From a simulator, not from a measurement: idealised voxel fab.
process module | voxel gate over fins
cross-section cut | 210 nm wide | cells 5 nm
A cross-section is a grid of square cells, given in bands from the top down. A band is one or more rows of cells.
Each band's line starts with the height of the band's top and of its bottom, in nm. Then come its materials from left to right, each with its width in nm. One material with "throughout" fills the band from edge to edge. "air" is empty space.
Height 0 is the level under which the wafer as received is all one material. The lowest band goes on downwards, as in "0 down".
A width such as "30 to 40" changes by the same amount from each row of cells to the next, from the band's top row to its bottom row.
"no change" after a step means that no cell of the cross-section changed.
closed voids: empty space of 8 cells or more with no open way to the top, each as width x height at its distance from the left edge, in nm
after a step's settings: what the simulator itself notes on the step
overlay nm, on a step with a mask: how far to the right of its planned place the mask lay; to the left if negative
Each pair below shows a cross-section before one step and the cross-section after it, down to the lowest band that changed. The line under each pair gives the step between them, with its settings. The pairs can come from different runs of this module on the same starting wafer, so a pair continues from the pair above only where its "before" says so.
before
  0 down: Si throughout
  closed voids: none
after
  10 to 0: SiN throughout
  below 0: unchanged
  closed voids: none
the step between: op CONFORMAL_DEP | material SiN | thk nm 10
before: the cross-section after the pair above
after
  25 to 10: aC throughout
  below 10: unchanged
  closed voids: none
the step between: op DIRECTIONAL_DEP | material aC | thk nm 15
before: the cross-section after the pair above
after
  55 to 25: air 45 | resist 15 | air 35 | resist 15 | air 35 | resist 15 | air 50
  below 25: unchanged
  closed voids: none
the step between: op PATTERN | tone cover | mask id FINS | material resist | width nm 15 | pitch nm 50 | thk nm 30 | overlay nm 0
before: the cross-section after the pair above
after
  40 to 25: air 45 | resist 15 | air 35 | resist 15 | air 35 | resist 15 | air 50
  25 to 10: air 45 | aC 15 | air 35 | aC 15 | air 35 | aC 15 | air 50
  below 10: unchanged
  closed voids: none
the step between: op DIRECTIONAL_ETCH | etch materials aC | depth nm 15
before: the cross-section after the pair above
after
  25 to 10: air 45 | aC 15 | air 35 | aC 15 | air 35 | aC 15 | air 50
  below 10: unchanged
  closed voids: none
the step between: op STRIP | etch materials resist
before: the cross-section after the pair above
after
  25 to 10: air 45 | aC 15 | air 35 | aC 15 | air 35 | aC 15 | air 50
  10 to 0: air 45 | SiN 15 | air 35 | SiN 15 | air 35 | SiN 15 | air 50
  below 0: unchanged
  closed voids: none
the step between: op DIRECTIONAL_ETCH | etch materials SiN | depth nm 10
before: the cross-section after the pair above
after
  25 to 10: air 45 | aC 15 | air 35 | aC 15 | air 35 | aC 15 | air 50
  10 to 0: air 45 | SiN 15 | air 35 | SiN 15 | air 35 | SiN 15 | air 50
  0 to -35: air 45 | Si 15 | air 35 | Si 15 | air 35 | Si 15 | air 50
  below -35: unchanged
  closed voids: none
the step between: op DIRECTIONAL_ETCH | etch materials Si | depth nm 35
before: the cross-section after the pair above
after
  10 to 0: air 45 | SiN 15 | air 35 | SiN 15 | air 35 | SiN 15 | air 50
  below 0: unchanged
  closed voids: none
the step between: op STRIP | etch materials aC
before: the cross-section after the pair above
after
  20 to 10: SiO2 throughout
  10 to 0: SiO2 45 | SiN 15 | SiO2 35 | SiN 15 | SiO2 35 | SiN 15 | SiO2 50
  0 to -35: SiO2 45 | Si 15 | SiO2 35 | Si 15 | SiO2 35 | Si 15 | SiO2 50
  below -35: unchanged
  closed voids: none
the step between: op FILL_DEP | material SiO2 | thk nm 10
before: the cross-section after the pair above
after
  10 to 0: SiO2 45 | SiN 15 | SiO2 35 | SiN 15 | SiO2 35 | SiN 15 | SiO2 50
  below 0: unchanged
  closed voids: none
the step between: op CMP | height nm 10
before: the cross-section after the pair above
after
  10 to 0: SiO2 45 | SiN 15 | SiO2 10 | air 15 | SiO2 10 | SiN 15 | SiO2 35 | SiN 15 | SiO2 50
  0 to -30: SiO2 45 | Si 15 | SiO2 10 | air 15 | SiO2 10 | Si 15 | SiO2 35 | Si 15 | SiO2 50
  below -30: unchanged
  closed voids: none
the step between: op MASKED_ETCH | tone open | mask id RAIL | width nm 15 | etch materials SiO2 | depth nm 40 | overlay nm 0
before: the cross-section after the pair above
after
  15 to 10: TiN 75 | air 5 | TiN 130
  10 to 0: SiO2 45 | SiN 15 | SiO2 10 | TiN 5 | air 5 | TiN 5 | SiO2 10 | SiN 15 | SiO2 35 | SiN 15 | SiO2 50
  0 to -25: SiO2 45 | Si 15 | SiO2 10 | TiN 5 | air 5 | TiN 5 | SiO2 10 | Si 15 | SiO2 35 | Si 15 | SiO2 50
  -25 to -30: SiO2 45 | Si 15 | SiO2 10 | TiN 15 | SiO2 10 | Si 15 | SiO2 35 | Si 15 | SiO2 50
  below -30: unchanged
  closed voids: none
the step between: op CONFORMAL_DEP | material TiN | thk nm 5
before: the cross-section after the pair above
after
  20 to 15: W throughout
  15 to 10: TiN 75 | W 5 | TiN 130
  10 to 0: SiO2 45 | SiN 15 | SiO2 10 | TiN 5 | W 5 | TiN 5 | SiO2 10 | SiN 15 | SiO2 35 | SiN 15 | SiO2 50
  0 to -25: SiO2 45 | Si 15 | SiO2 10 | TiN 5 | W 5 | TiN 5 | SiO2 10 | Si 15 | SiO2 35 | Si 15 | SiO2 50
  below -25: unchanged
  closed voids: none
the step between: op FILL_DEP | material W | thk nm 5
before: the cross-section after the pair above
after
  10 to 0: SiO2 45 | SiN 15 | SiO2 10 | TiN 5 | W 5 | TiN 5 | SiO2 10 | SiN 15 | SiO2 35 | SiN 15 | SiO2 50
  below 0: unchanged
  closed voids: none
the step between: op CMP | height nm 10
before: the cross-section after the pair above
after
  10 to 0: SiO2 45 | SiN 15 | SiO2 10 | air 15 | SiO2 10 | SiN 15 | SiO2 35 | SiN 15 | SiO2 50
  0 to -15: SiO2 45 | Si 15 | SiO2 10 | air 15 | SiO2 10 | Si 15 | SiO2 35 | Si 15 | SiO2 50
  below -15: unchanged
  closed voids: none
the step between: op SELECTIVE_ETCH | etch materials W Ru TiN | depth nm 25
before: the cross-section after the pair above
after
  15 to 10: SiO2 throughout
  10 to 0: SiO2 45 | SiN 15 | SiO2 35 | SiN 15 | SiO2 35 | SiN 15 | SiO2 50
  0 to -15: SiO2 45 | Si 15 | SiO2 35 | Si 15 | SiO2 35 | Si 15 | SiO2 50
  below -15: unchanged
  closed voids: none
the step between: op FILL_DEP | material SiO2 | thk nm 5
before: the cross-section after the pair above
after
  10 to 0: SiO2 45 | SiN 15 | SiO2 35 | SiN 15 | SiO2 35 | SiN 15 | SiO2 50
  below 0: unchanged
  closed voids: none
the step between: op CMP | height nm 10
before: the cross-section after the pair above
after
  10 to 0: air 45 | SiN 15 | air 35 | SiN 15 | air 35 | SiN 15 | air 50
  0 to -10: air 45 | Si 15 | air 35 | Si 15 | air 35 | Si 15 | air 50
  below -10: unchanged
  closed voids: none
the step between: op SELECTIVE_ETCH | etch materials SiO2 | depth nm 20
before: the cross-section after the pair above
after
  0 to -10: air 45 | Si 15 | air 35 | Si 15 | air 35 | Si 15 | air 50
  below -10: unchanged
  closed voids: none
the step between: op STRIP | etch materials SiN
before: the cross-section after the pair above
after
  5 to 0: air 40 | HfO2 25 | air 25 | HfO2 25 | air 25 | HfO2 25 | air 45
  0 to -5: air 40 | HfO2 5 | Si 15 | HfO2 5 | air 25 | HfO2 5 | Si 15 | HfO2 5 | air 25 | HfO2 5 | Si 15 | HfO2 5 | air 45
  -5 to -10: HfO2 45 | Si 15 | HfO2 35 | Si 15 | HfO2 35 | Si 15 | HfO2 50
  below -10: unchanged
  closed voids: none
the step between: op CONFORMAL_DEP | material HfO2 | thk nm 5
before: the cross-section after the pair above
after
  10 to 5: air 35 | TiN 35 | air 15 | TiN 35 | air 15 | TiN 35 | air 40
  5 to 0: air 35 | TiN 5 | HfO2 25 | TiN 5 | air 15 | TiN 5 | HfO2 25 | TiN 5 | air 15 | TiN 5 | HfO2 25 | TiN 5 | air 40
  0 to -5: TiN 40 | HfO2 5 | Si 15 | HfO2 5 | TiN 25 | HfO2 5 | Si 15 | HfO2 5 | TiN 25 | HfO2 5 | Si 15 | HfO2 5 | TiN 45
  below -5: unchanged
  closed voids: none
the step between: op CONFORMAL_DEP | material TiN | thk nm 5
before: the cross-section after the pair above
after
  15 to 10: air 30 | TiAl 45 | air 5 | TiAl 45 | air 5 | TiAl 45 | air 35
  10 to 5: air 30 | TiAl 5 | TiN 35 | TiAl 5 | air 5 | TiAl 5 | TiN 35 | TiAl 5 | air 5 | TiAl 5 | TiN 35 | TiAl 5 | air 35
  5 to 0: TiAl 35 | TiN 5 | HfO2 25 | TiN 5 | TiAl 15 | TiN 5 | HfO2 25 | TiN 5 | TiAl 15 | TiN 5 | HfO2 25 | TiN 5 | TiAl 40
  below 0: unchanged
  closed voids: none
the step between: op CONFORMAL_DEP | material TiAl | thk nm 5
before: the cross-section after the pair above
after
  20 to 15: air 25 | TiN 155 | air 30
  15 to 10: air 25 | TiN 5 | TiAl 45 | TiN 5 | TiAl 45 | TiN 5 | TiAl 45 | TiN 5 | air 30
  10 to 5: TiN 30 | TiAl 5 | TiN 35 | TiAl 5 | TiN 5 | TiAl 5 | TiN 35 | TiAl 5 | TiN 5 | TiAl 5 | TiN 35 | TiAl 5 | TiN 35
  below 5: unchanged
  closed voids: none
the step between: op CONFORMAL_DEP | material TiN | thk nm 5
before: the cross-section after the pair above
after
  35 to 20: W throughout
  20 to 15: W 25 | TiN 155 | W 30
  15 to 10: W 25 | TiN 5 | TiAl 45 | TiN 5 | TiAl 45 | TiN 5 | TiAl 45 | TiN 5 | W 30
  below 10: unchanged
  closed voids: none
the step between: op FILL_DEP | material W | thk nm 15
before: the cross-section after the pair above
after
  30 to 20: W throughout
  below 20: unchanged
  closed voids: none
the step between: op CMP | height nm 30
before: the cross-section after the pair above
after
  35 to 30: SiN throughout
  below 30: unchanged
  closed voids: none
the step between: op CONFORMAL_DEP | material SiN | thk nm 5
before
  0 to -10: air 45 | Si 15 | air 35 | Si 15 | air 35 | Si 15 | air 50
  -10 to -15: SiO2 45 | Si 15 | SiO2 35 | Si 15 | SiO2 35 | Si 15 | SiO2 50
  -15 to -25: SiO2 45 | Si 15 | SiO2 10 | TiN 5 | W 5 | TiN 5 | SiO2 10 | Si 15 | SiO2 35 | Si 15 | SiO2 50
  -25 to -30: SiO2 45 | Si 15 | SiO2 10 | TiN 15 | SiO2 10 | Si 15 | SiO2 35 | Si 15 | SiO2 50
  -30 to -35: SiO2 45 | Si 15 | SiO2 35 | Si 15 | SiO2 35 | Si 15 | SiO2 50
  -35 down: Si throughout
  closed voids: none
after
  5 to 0: air 40 | TiN 25 | air 25 | TiN 25 | air 25 | TiN 25 | air 45
  0 to -5: air 40 | TiN 5 | Si 15 | TiN 5 | air 25 | TiN 5 | Si 15 | TiN 5 | air 25 | TiN 5 | Si 15 | TiN 5 | air 45
  -5 to -10: TiN 45 | Si 15 | TiN 35 | Si 15 | TiN 35 | Si 15 | TiN 50
  below -10: unchanged
  closed voids: none
the step between: op CONFORMAL_DEP | material TiN | thk nm 5
before: the cross-section after the pair above
after
  10 to 5: air 35 | TiAl 35 | air 15 | TiAl 35 | air 15 | TiAl 35 | air 40
  5 to 0: air 35 | TiAl 5 | TiN 25 | TiAl 5 | air 15 | TiAl 5 | TiN 25 | TiAl 5 | air 15 | TiAl 5 | TiN 25 | TiAl 5 | air 40
  0 to -5: TiAl 40 | TiN 5 | Si 15 | TiN 5 | TiAl 25 | TiN 5 | Si 15 | TiN 5 | TiAl 25 | TiN 5 | Si 15 | TiN 5 | TiAl 45
  below -5: unchanged
  closed voids: none
the step between: op CONFORMAL_DEP | material TiAl | thk nm 5
before: the cross-section after the pair above
after
  15 to 10: air 30 | TiN 45 | air 5 | TiN 45 | air 5 | TiN 45 | air 35
  10 to 5: air 30 | TiN 5 | TiAl 35 | TiN 5 | air 5 | TiN 5 | TiAl 35 | TiN 5 | air 5 | TiN 5 | TiAl 35 | TiN 5 | air 35
  5 to 0: TiN 35 | TiAl 5 | TiN 25 | TiAl 5 | TiN 15 | TiAl 5 | TiN 25 | TiAl 5 | TiN 15 | TiAl 5 | TiN 25 | TiAl 5 | TiN 40
  below 0: unchanged
  closed voids: none
the step between: op CONFORMAL_DEP | material TiN | thk nm 5
before: the cross-section after the pair above
after
  30 to 15: W throughout
  15 to 10: W 30 | TiN 45 | W 5 | TiN 45 | W 5 | TiN 45 | W 35
  10 to 5: W 30 | TiN 5 | TiAl 35 | TiN 5 | W 5 | TiN 5 | TiAl 35 | TiN 5 | W 5 | TiN 5 | TiAl 35 | TiN 5 | W 35
  below 5: unchanged
  closed voids: none
the step between: op FILL_DEP | material W | thk nm 15
before: the cross-section after the pair above
after
  35 to 30: SiN throughout
  below 30: unchanged
  closed voids: none
the step between: op CONFORMAL_DEP | material SiN | thk nm 5
before
  10 to 0: air 45 | SiN 15 | air 35 | SiN 15 | air 35 | SiN 15 | air 50
  0 to -10: air 45 | Si 15 | air 35 | Si 15 | air 35 | Si 15 | air 50
  -10 to -15: SiO2 45 | Si 15 | SiO2 35 | Si 15 | SiO2 35 | Si 15 | SiO2 50
  -15 to -25: SiO2 45 | Si 15 | SiO2 10 | TiN 5 | W 5 | TiN 5 | SiO2 10 | Si 15 | SiO2 35 | Si 15 | SiO2 50
  -25 to -30: SiO2 45 | Si 15 | SiO2 10 | TiN 15 | SiO2 10 | Si 15 | SiO2 35 | Si 15 | SiO2 50
  -30 to -35: SiO2 45 | Si 15 | SiO2 35 | Si 15 | SiO2 35 | Si 15 | SiO2 50
  -35 down: Si throughout
  closed voids: none
after
  10 to 0: air 45 | SiN 15 | air 35 | SiN 15 | air 35 | SiN 15 | air 50
  0 to -15: air 45 | Si 15 | air 35 | Si 15 | air 35 | Si 15 | air 50
  -15 to -25: air 45 | Si 15 | air 10 | TiN 5 | W 5 | TiN 5 | air 10 | Si 15 | air 35 | Si 15 | air 50
  -25 to -30: air 45 | Si 15 | air 10 | TiN 15 | air 10 | Si 15 | air 35 | Si 15 | air 50
  below -30: unchanged
  closed voids: none
the step between: op SELECTIVE_ETCH | etch materials SiO2 | depth nm 20
before: the cross-section after the pair above
after
  0 to -15: air 45 | Si 15 | air 35 | Si 15 | air 35 | Si 15 | air 50
  below -15: unchanged
  closed voids: none
the step between: op STRIP | etch materials SiN
before: the cross-section after the pair above
after
  5 to 0: air 40 | HfO2 25 | air 25 | HfO2 25 | air 25 | HfO2 25 | air 45
  0 to -10: air 40 | HfO2 5 | Si 15 | HfO2 5 | air 25 | HfO2 5 | Si 15 | HfO2 5 | air 25 | HfO2 5 | Si 15 | HfO2 5 | air 45
  -10 to -15: air 40 | HfO2 5 | Si 15 | HfO2 35 | Si 15 | HfO2 5 | air 25 | HfO2 5 | Si 15 | HfO2 5 | air 45
  -15 to -25: air 40 | HfO2 5 | Si 15 | HfO2 10 | TiN 5 | W 5 | TiN 5 | HfO2 10 | Si 15 | HfO2 5 | air 25 | HfO2 5 | Si 15 | HfO2 5 | air 45
  -25 to -30: HfO2 45 | Si 15 | HfO2 10 | TiN 15 | HfO2 10 | Si 15 | HfO2 35 | Si 15 | HfO2 50
  below -30: unchanged
  closed voids: none
the step between: op CONFORMAL_DEP | material HfO2 | thk nm 5
before: the cross-section after the pair above
after
  10 to 5: air 35 | TiN 35 | air 15 | TiN 35 | air 15 | TiN 35 | air 40
  5 to 0: air 35 | TiN 5 | HfO2 25 | TiN 5 | air 15 | TiN 5 | HfO2 25 | TiN 5 | air 15 | TiN 5 | HfO2 25 | TiN 5 | air 40
  0 to -5: air 35 | TiN 5 | HfO2 5 | Si 15 | HfO2 5 | TiN 5 | air 15 | TiN 5 | HfO2 5 | Si 15 | HfO2 5 | TiN 5 | air 15 | TiN 5 | HfO2 5 | Si 15 | HfO2 5 | TiN 5 | air 40
  -5 to -10: air 35 | TiN 5 | HfO2 5 | Si 15 | HfO2 5 | TiN 25 | HfO2 5 | Si 15 | HfO2 5 | TiN 5 | air 15 | TiN 5 | HfO2 5 | Si 15 | HfO2 5 | TiN 5 | air 40
  -10 to -15: air 35 | TiN 5 | HfO2 5 | Si 15 | HfO2 35 | Si 15 | HfO2 5 | TiN 5 | air 15 | TiN 5 | HfO2 5 | Si 15 | HfO2 5 | TiN 5 | air 40
  -15 to -20: air 35 | TiN 5 | HfO2 5 | Si 15 | HfO2 10 | TiN 5 | W 5 | TiN 5 | HfO2 10 | Si 15 | HfO2 5 | TiN 5 | air 15 | TiN 5 | HfO2 5 | Si 15 | HfO2 5 | TiN 5 | air 40
  -20 to -25: TiN 40 | HfO2 5 | Si 15 | HfO2 10 | TiN 5 | W 5 | TiN 5 | HfO2 10 | Si 15 | HfO2 5 | TiN 25 | HfO2 5 | Si 15 | HfO2 5 | TiN 45
  below -25: unchanged
  closed voids: none
the step between: op CONFORMAL_DEP | material TiN | thk nm 5
before: the cross-section after the pair above
after
  15 to 10: air 30 | TiAl 45 | air 5 | TiAl 45 | air 5 | TiAl 45 | air 35
  10 to 5: air 30 | TiAl 5 | TiN 35 | TiAl 5 | air 5 | TiAl 5 | TiN 35 | TiAl 5 | air 5 | TiAl 5 | TiN 35 | TiAl 5 | air 35
  5 to 0: air 30 | TiAl 5 | TiN 5 | HfO2 25 | TiN 5 | TiAl 5 | air 5 | TiAl 5 | TiN 5 | HfO2 25 | TiN 5 | TiAl 5 | air 5 | TiAl 5 | TiN 5 | HfO2 25 | TiN 5 | TiAl 5 | air 35
  0 to -5: air 30 | TiAl 5 | TiN 5 | HfO2 5 | Si 15 | HfO2 5 | TiN 5 | TiAl 15 | TiN 5 | HfO2 5 | Si 15 | HfO2 5 | TiN 5 | TiAl 5 | air 5 | TiAl 5 | TiN 5 | HfO2 5 | Si 15 | HfO2 5 | TiN 5 | TiAl 5 | air 35
  -5 to -10: air 30 | TiAl 5 | TiN 5 | HfO2 5 | Si 15 | HfO2 5 | TiN 25 | HfO2 5 | Si 15 | HfO2 5 | TiN 5 | TiAl 5 | air 5 | TiAl 5 | TiN 5 | HfO2 5 | Si 15 | HfO2 5 | TiN 5 | TiAl 5 | air 35
  -10 to -15: air 30 | TiAl 5 | TiN 5 | HfO2 5 | Si 15 | HfO2 35 | Si 15 | HfO2 5 | TiN 5 | TiAl 5 | air 5 | TiAl 5 | TiN 5 | HfO2 5 | Si 15 | HfO2 5 | TiN 5 | TiAl 5 | air 35
  -15 to -20: TiAl 35 | TiN 5 | HfO2 5 | Si 15 | HfO2 10 | TiN 5 | W 5 | TiN 5 | HfO2 10 | Si 15 | HfO2 5 | TiN 5 | TiAl 15 | TiN 5 | HfO2 5 | Si 15 | HfO2 5 | TiN 5 | TiAl 40
  below -20: unchanged
  closed voids: none
the step between: op CONFORMAL_DEP | material TiAl | thk nm 5
before: the cross-section after the pair above
after
  20 to 15: air 25 | TiN 155 | air 30
  15 to 10: air 25 | TiN 5 | TiAl 45 | TiN 5 | TiAl 45 | TiN 5 | TiAl 45 | TiN 5 | air 30
  10 to 5: air 25 | TiN 5 | TiAl 5 | TiN 35 | TiAl 5 | TiN 5 | TiAl 5 | TiN 35 | TiAl 5 | TiN 5 | TiAl 5 | TiN 35 | TiAl 5 | TiN 5 | air 30
  5 to 0: air 25 | TiN 5 | TiAl 5 | TiN 5 | HfO2 25 | TiN 5 | TiAl 5 | TiN 5 | TiAl 5 | TiN 5 | HfO2 25 | TiN 5 | TiAl 5 | TiN 5 | TiAl 5 | TiN 5 | HfO2 25 | TiN 5 | TiAl 5 | TiN 5 | air 30
  0 to -5: air 25 | TiN 5 | TiAl 5 | TiN 5 | HfO2 5 | Si 15 | HfO2 5 | TiN 5 | TiAl 15 | TiN 5 | HfO2 5 | Si 15 | HfO2 5 | TiN 5 | TiAl 5 | TiN 5 | TiAl 5 | TiN 5 | HfO2 5 | Si 15 | HfO2 5 | TiN 5 | TiAl 5 | TiN 5 | air 30
  -5 to -10: air 25 | TiN 5 | TiAl 5 | TiN 5 | HfO2 5 | Si 15 | HfO2 5 | TiN 25 | HfO2 5 | Si 15 | HfO2 5 | TiN 5 | TiAl 5 | TiN 5 | TiAl 5 | TiN 5 | HfO2 5 | Si 15 | HfO2 5 | TiN 5 | TiAl 5 | TiN 5 | air 30
  -10 to -15: TiN 30 | TiAl 5 | TiN 5 | HfO2 5 | Si 15 | HfO2 35 | Si 15 | HfO2 5 | TiN 5 | TiAl 5 | TiN 5 | TiAl 5 | TiN 5 | HfO2 5 | Si 15 | HfO2 5 | TiN 5 | TiAl 5 | TiN 35
  below -15: unchanged
  closed voids: none
the step between: op CONFORMAL_DEP | material TiN | thk nm 5
before: the cross-section after the pair above
after
  35 to 20: W throughout
  20 to 15: W 25 | TiN 155 | W 30
  15 to 10: W 25 | TiN 5 | TiAl 45 | TiN 5 | TiAl 45 | TiN 5 | TiAl 45 | TiN 5 | W 30
  10 to 5: W 25 | TiN 5 | TiAl 5 | TiN 35 | TiAl 5 | TiN 5 | TiAl 5 | TiN 35 | TiAl 5 | TiN 5 | TiAl 5 | TiN 35 | TiAl 5 | TiN 5 | W 30
  5 to 0: W 25 | TiN 5 | TiAl 5 | TiN 5 | HfO2 25 | TiN 5 | TiAl 5 | TiN 5 | TiAl 5 | TiN 5 | HfO2 25 | TiN 5 | TiAl 5 | TiN 5 | TiAl 5 | TiN 5 | HfO2 25 | TiN 5 | TiAl 5 | TiN 5 | W 30
  0 to -5: W 25 | TiN 5 | TiAl 5 | TiN 5 | HfO2 5 | Si 15 | HfO2 5 | TiN 5 | TiAl 15 | TiN 5 | HfO2 5 | Si 15 | HfO2 5 | TiN 5 | TiAl 5 | TiN 5 | TiAl 5 | TiN 5 | HfO2 5 | Si 15 | HfO2 5 | TiN 5 | TiAl 5 | TiN 5 | W 30
  -5 to -10: W 25 | TiN 5 | TiAl 5 | TiN 5 | HfO2 5 | Si 15 | HfO2 5 | TiN 25 | HfO2 5 | Si 15 | HfO2 5 | TiN 5 | TiAl 5 | TiN 5 | TiAl 5 | TiN 5 | HfO2 5 | Si 15 | HfO2 5 | TiN 5 | TiAl 5 | TiN 5 | W 30
  below -10: unchanged
  closed voids: none
the step between: op FILL_DEP | material W | thk nm 15
before: the cross-section after the pair above
after
  30 to 20: W throughout
  below 20: unchanged
  closed voids: none
the step between: op CMP | height nm 30
before: the cross-section after the pair above
after
  35 to 30: SiN throughout
  below 30: unchanged
  closed voids: none
the step between: op CONFORMAL_DEP | material SiN | thk nm 5
before
  10 to 0: SiO2 45 | SiN 15 | SiO2 35 | SiN 15 | SiO2 35 | SiN 15 | SiO2 50
  0 to -15: SiO2 45 | Si 15 | SiO2 35 | Si 15 | SiO2 35 | Si 15 | SiO2 50
  -15 to -25: SiO2 45 | Si 15 | SiO2 10 | TiN 5 | W 5 | TiN 5 | SiO2 10 | Si 15 | SiO2 35 | Si 15 | SiO2 50
  -25 to -30: SiO2 45 | Si 15 | SiO2 10 | TiN 15 | SiO2 10 | Si 15 | SiO2 35 | Si 15 | SiO2 50
  -30 to -35: SiO2 45 | Si 15 | SiO2 35 | Si 15 | SiO2 35 | Si 15 | SiO2 50
  -35 down: Si throughout
  closed voids: none
after
  10 to 0: SiO2 45 | air 15 | SiO2 35 | air 15 | SiO2 35 | air 15 | SiO2 50
  below 0: unchanged
  closed voids: none
the step between: op STRIP | etch materials SiN
before: the cross-section after the pair above
after
  0 to -10: air 45 | Si 15 | air 35 | Si 15 | air 35 | Si 15 | air 50
  -10 to -15: SiO2 25 | air 20 | Si 15 | air 35 | Si 15 | air 35 | Si 15 | air 20 | SiO2 30
  -15 to -20: SiO2 25 | air 20 | Si 15 | air 10 | TiN 5 | W 5 | TiN 5 | air 10 | Si 15 | air 35 | Si 15 | air 20 | SiO2 30
  below -20: unchanged
  closed voids: none
the step between: op SELECTIVE_ETCH | etch materials SiO2 | depth nm 20
before: the cross-section after the pair above
after
  5 to 0: air 40 | HfO2 25 | air 25 | HfO2 25 | air 25 | HfO2 25 | air 45
  0 to -5: air 40 | HfO2 5 | Si 15 | HfO2 5 | air 25 | HfO2 5 | Si 15 | HfO2 5 | air 25 | HfO2 5 | Si 15 | HfO2 5 | air 45
  -5 to -10: HfO2 30 | air 10 | HfO2 5 | Si 15 | HfO2 5 | air 25 | HfO2 5 | Si 15 | HfO2 5 | air 25 | HfO2 5 | Si 15 | HfO2 5 | air 10 | HfO2 35
  -10 to -15: SiO2 25 | HfO2 5 | air 10 | HfO2 5 | Si 15 | HfO2 35 | Si 15 | HfO2 5 | air 25 | HfO2 5 | Si 15 | HfO2 5 | air 10 | HfO2 5 | SiO2 30
  -15 to -20: SiO2 25 | HfO2 20 | Si 15 | HfO2 10 | TiN 5 | W 5 | TiN 5 | HfO2 10 | Si 15 | HfO2 35 | Si 15 | HfO2 20 | SiO2 30
  below -20: unchanged
  closed voids: none
the step between: op CONFORMAL_DEP | material HfO2 | thk nm 5
before: the cross-section after the pair above
after
  10 to 5: air 35 | TiN 35 | air 15 | TiN 35 | air 15 | TiN 35 | air 40
  5 to 0: air 35 | TiN 5 | HfO2 25 | TiN 5 | air 15 | TiN 5 | HfO2 25 | TiN 5 | air 15 | TiN 5 | HfO2 25 | TiN 5 | air 40
  0 to -5: TiN 40 | HfO2 5 | Si 15 | HfO2 5 | TiN 5 | air 15 | TiN 5 | HfO2 5 | Si 15 | HfO2 5 | TiN 5 | air 15 | TiN 5 | HfO2 5 | Si 15 | HfO2 5 | TiN 45
  -5 to -10: HfO2 30 | TiN 10 | HfO2 5 | Si 15 | HfO2 5 | TiN 25 | HfO2 5 | Si 15 | HfO2 5 | TiN 5 | air 15 | TiN 5 | HfO2 5 | Si 15 | HfO2 5 | TiN 10 | HfO2 35
  -10 to -15: SiO2 25 | HfO2 5 | TiN 10 | HfO2 5 | Si 15 | HfO2 35 | Si 15 | HfO2 5 | TiN 25 | HfO2 5 | Si 15 | HfO2 5 | TiN 10 | HfO2 5 | SiO2 30
  below -15: unchanged
  closed voids: none
the step between: op CONFORMAL_DEP | material TiN | thk nm 5
before: the cross-section after the pair above
after
  15 to 10: air 30 | TiAl 45 | air 5 | TiAl 45 | air 5 | TiAl 45 | air 35
  10 to 5: air 30 | TiAl 5 | TiN 35 | TiAl 5 | air 5 | TiAl 5 | TiN 35 | TiAl 5 | air 5 | TiAl 5 | TiN 35 | TiAl 5 | air 35
  5 to 0: TiAl 35 | TiN 5 | HfO2 25 | TiN 5 | TiAl 5 | air 5 | TiAl 5 | TiN 5 | HfO2 25 | TiN 5 | TiAl 5 | air 5 | TiAl 5 | TiN 5 | HfO2 25 | TiN 5 | TiAl 40
  0 to -5: TiN 40 | HfO2 5 | Si 15 | HfO2 5 | TiN 5 | TiAl 15 | TiN 5 | HfO2 5 | Si 15 | HfO2 5 | TiN 5 | TiAl 5 | air 5 | TiAl 5 | TiN 5 | HfO2 5 | Si 15 | HfO2 5 | TiN 45
  -5 to -10: HfO2 30 | TiN 10 | HfO2 5 | Si 15 | HfO2 5 | TiN 25 | HfO2 5 | Si 15 | HfO2 5 | TiN 5 | TiAl 15 | TiN 5 | HfO2 5 | Si 15 | HfO2 5 | TiN 10 | HfO2 35
  below -10: unchanged
  closed voids: none
the step between: op CONFORMAL_DEP | material TiAl | thk nm 5
before: the cross-section after the pair above
after
  20 to 15: air 25 | TiN 155 | air 30
  15 to 10: air 25 | TiN 5 | TiAl 45 | TiN 5 | TiAl 45 | TiN 5 | TiAl 45 | TiN 5 | air 30
  10 to 5: TiN 30 | TiAl 5 | TiN 35 | TiAl 5 | TiN 5 | TiAl 5 | TiN 35 | TiAl 5 | TiN 5 | TiAl 5 | TiN 35 | TiAl 5 | TiN 35
  5 to 0: TiAl 35 | TiN 5 | HfO2 25 | TiN 5 | TiAl 5 | TiN 5 | TiAl 5 | TiN 5 | HfO2 25 | TiN 5 | TiAl 5 | TiN 5 | TiAl 5 | TiN 5 | HfO2 25 | TiN 5 | TiAl 40
  0 to -5: TiN 40 | HfO2 5 | Si 15 | HfO2 5 | TiN 5 | TiAl 15 | TiN 5 | HfO2 5 | Si 15 | HfO2 5 | TiN 5 | TiAl 5 | TiN 5 | TiAl 5 | TiN 5 | HfO2 5 | Si 15 | HfO2 5 | TiN 45
  below -5: unchanged
  closed voids: none
the step between: op CONFORMAL_DEP | material TiN | thk nm 5
before: the cross-section after the pair above
after
  35 to 20: W throughout
  20 to 15: W 25 | TiN 155 | W 30
  15 to 10: W 25 | TiN 5 | TiAl 45 | TiN 5 | TiAl 45 | TiN 5 | TiAl 45 | TiN 5 | W 30
  below 10: unchanged
  closed voids: none
the step between: op FILL_DEP | material W | thk nm 15
before: the cross-section after the pair above
after
  30 to 20: W throughout
  below 20: unchanged
  closed voids: none
the step between: op CMP | height nm 30
before: the cross-section after the pair above
after
  35 to 30: SiN throughout
  below 30: unchanged
  closed voids: none
the step between: op CONFORMAL_DEP | material SiN | thk nm 5
before
  30 to 20: W throughout
  20 to 15: W 25 | TiN 155 | W 30
  15 to 10: W 25 | TiN 5 | TiAl 45 | TiN 5 | TiAl 45 | TiN 5 | TiAl 45 | TiN 5 | W 30
  10 to 5: TiN 30 | TiAl 5 | TiN 35 | TiAl 5 | TiN 5 | TiAl 5 | TiN 35 | TiAl 5 | TiN 5 | TiAl 5 | TiN 35 | TiAl 5 | TiN 35
  5 to 0: TiAl 35 | TiN 5 | HfO2 25 | TiN 5 | TiAl 15 | TiN 5 | HfO2 25 | TiN 5 | TiAl 15 | TiN 5 | HfO2 25 | TiN 5 | TiAl 40
  0 to -5: TiN 40 | HfO2 5 | Si 15 | HfO2 5 | TiN 25 | HfO2 5 | Si 15 | HfO2 5 | TiN 25 | HfO2 5 | Si 15 | HfO2 5 | TiN 45
  -5 to -10: HfO2 45 | Si 15 | HfO2 35 | Si 15 | HfO2 35 | Si 15 | HfO2 50
  -10 to -15: SiO2 45 | Si 15 | SiO2 35 | Si 15 | SiO2 35 | Si 15 | SiO2 50
  -15 to -25: SiO2 45 | Si 15 | SiO2 10 | TiN 5 | W 5 | TiN 5 | SiO2 10 | Si 15 | SiO2 35 | Si 15 | SiO2 50
  -25 to -30: SiO2 45 | Si 15 | SiO2 10 | TiN 15 | SiO2 10 | Si 15 | SiO2 35 | Si 15 | SiO2 50
  -30 to -35: SiO2 45 | Si 15 | SiO2 35 | Si 15 | SiO2 35 | Si 15 | SiO2 50
  -35 down: Si throughout
  closed voids: none
after
  45 to 30: SiN throughout
  below 30: unchanged
  closed voids: none
the step between: op CONFORMAL_DEP | material SiN | thk nm 15
